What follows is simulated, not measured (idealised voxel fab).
Herein follows the process module entitled voxel tone inversion.
The width of the displayed cross-section, cut, is 210 nm; its cells are square, with a size of 5 nm.
A cross-section in this document is a grid of square cells, and it is written down as bands, the top band listed before the ones below it; a band is made up of one or more rows of cells. A band entry consists of two parts. The first gives the height of the band's top and the height of its bottom, in nm. The rest lists the band's materials from left to right, each with its width in nm. A single material labelled with the word "full width" fills the band from edge to edge, and the word "air" marks empty space. Heights are measured from 0, the level below which the as-received wafer is all one material; the lowest band has no bottom and continues downward, written as in "from 0 down". With a width like "30->40", each row of cells in the band differs from the next by the same amount, the top row carrying the first number and the bottom row the second. The cross-section has no changed cell in any step marked "no alterations made". So "Sealed void inventory" is basically the list of trapped voids: any empty space of 8 cells or more that can't reach the top through an opening. They're written width x height at distance, the distance being from the left edge, and it's all nm. Step line, after settings: the simulator's comment on this step. A step's line can hold "overlay nm"; with a mask on that step, the setting says how far right of the planned place the mask lay, while a negative setting says it lay to the left.

Process steps - plan:
1: RECEIVE (material Si)
2: CONFORMAL_DEP (material SiCN; thk nm 5)
3: DIRECTIONAL_DEP (material polySi; thk nm 25)
4: PATTERN (tone cover; mask id POSTS; material resist; width nm 20; pitch nm 35; thk nm 35; overlay nm 0)
5: DIRECTIONAL_ETCH (etch materials polySi; depth nm 25)
6: STRIP (etch materials resist)
7: FILL_DEP (material lowk; thk nm 5)
8: CMP (height nm 30)
9: STRIP (etch materials polySi)

Cross-section, incoming material, after step 1:
	from 0 down = Si full width
	Sealed void inventory: none

Module complete - cross-section of the first of two wafers, run according to plan:
	from 30 to 5 = lowk (75) | air (20) | lowk (15) | air (20) | lowk (80)
	from 5 to 0 = SiCN full width
	from 0 down = Si full width
	Sealed void inventory: none

This is the second of the two wafers, cross-sectioned at the end of the module; it started exactly like the first and was given the same plan, but it was run with one mistake:
	from 30 to 25 = SiCN full width
	from 25 to 0 = polySi full width
	from 0 down = Si full width
	Sealed void inventory: none
Finding, execution versus plan: steps 2 and 3 traded places in the executed sequence
Count the cells at the end and the second wafer has more or fewer of some materials than the first: lowk -170; polySi +210
